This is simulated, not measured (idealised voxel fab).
Process module heading - voxel lift off
cross-section cut | 185 nm wide | cells 5 nm
Reading order for cross-sections: top band down to bottom band. Underlying form: a grid of square cells. Band size: one or more rows of cells. Per band: top height and bottom height in nm, followed by the left-to-right materials and their widths in nm; "full width" marks a single material spanning edge to edge, "blank" marks empty space. Ref level 0: as-received wafer is one material below here. Bottom band extends down with no lower bound ("z 0 and below"). A two-number width, for instance "30..40", indicates that the width is equal to the first number in the top row of the band and to the second number in the bottom row, and that it changes by a constant amount per row of cells. No cell of the cross-section changed in a step that is given as "remained unchanged". "Entrapped voids" - sealed voids, min. 8 cells, no opening to top; format: width x height at distance (distance from left edge; nm throughout). Where a step's line continues beyond its settings, the continuation is a remark by the simulator itself on that step. "overlay nm" answers the question of how far to the right of plan the mask lay on a step that has a mask, and when it is negative the answer is to the left.
# Intended process steps
1 RECEIVE with material Si
2 CONFORMAL_DEP with material SiN, thk nm 10
3 PATTERN with tone open, mask id LINES, material resist, width nm 20, pitch nm 40, thk nm 20, overlay nm 0
4 DIRECTIONAL_DEP with material Ru, thk nm 5
5 STRIP with etch materials resist
6 CONFORMAL_DEP with material SiN, thk nm 10
# Cross-section of the incoming wafer, state after step 1
    z 0 and below  Si full width
    Entrapped voids: none
# Figure: cross-sectional view of the wafer upon completion of the module, processed from the initial state and according to the plan depicted above, with one error introduced during execution
    z 25 to 20  blank (40), then SiN (80), then blank (65)
    z 20 to 15  SiN full width
    z 15 to 10  SiN (50), then Ru (20), then SiN (20), then Ru (20), then SiN (75)
    z 10 to 0  SiN full width
    z 0 and below  Si full width
    Entrapped voids: none
In executing the process, a mistake was made relative to the plan: step 3 ran as: PATTERN with tone open, mask id LINES, material resist, width nm 20, pitch nm 40, thk nm 20, overlay nm -10
